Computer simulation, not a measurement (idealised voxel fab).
process module | voxel tone inversion
cross-section cut | 190 nm wide | cells 5 nm
A cross-section is a grid of square cells, given in bands from the top down. A band is one or more rows of cells.
Each band's line starts with the height of the band's top and of its bottom, in nm. Then come its materials from left to right, each with its width in nm. One material with "throughout" fills the band from edge to edge. "air" is empty space.
Height 0 is the level under which the wafer as received is all one material. The lowest band goes on downwards, as in "0 down".
A width such as "30 to 40" changes by the same amount from each row of cells to the next, from the band's top row to its bottom row.
"no change" after a step means that no cell of the cross-section changed.
closed voids: empty space of 8 cells or more with no open way to the top, each as width x height at its distance from the left edge, in nm
after a step's settings: what the simulator itself notes on the step
overlay nm, on a step with a mask: how far to the right of its planned place the mask lay; to the left if negative
plan
1 op RECEIVE | material Si
2 op CONFORMAL_DEP | material SiN | thk nm 10
3 op DIRECTIONAL_DEP | material polySi | thk nm 25
4 op PATTERN | tone cover | mask id POSTS | material resist | width nm 15 | pitch nm 30 | thk nm 30 | overlay nm 0
5 op DIRECTIONAL_ETCH | etch materials polySi | depth nm 25
6 op STRIP | etch materials resist
7 op FILL_DEP | material SiO2 | thk nm 10
8 op CMP | height nm 35
9 op STRIP | etch materials polySi
10 op CONFORMAL_DEP | material TiN | thk nm 5
11 op FILL_DEP | material W | thk nm 5
12 op CMP | height nm 35
13 op CONFORMAL_DEP | material SiN | thk nm 5
as received, after step 1
  0 down: Si throughout
  closed voids: none
a wafer at the end: this start, this plan, one mistake
  40 to 25: SiN throughout
  25 to 0: polySi throughout
  0 down: Si throughout
  closed voids: none
what went wrong: steps 2 and 3 were swapped
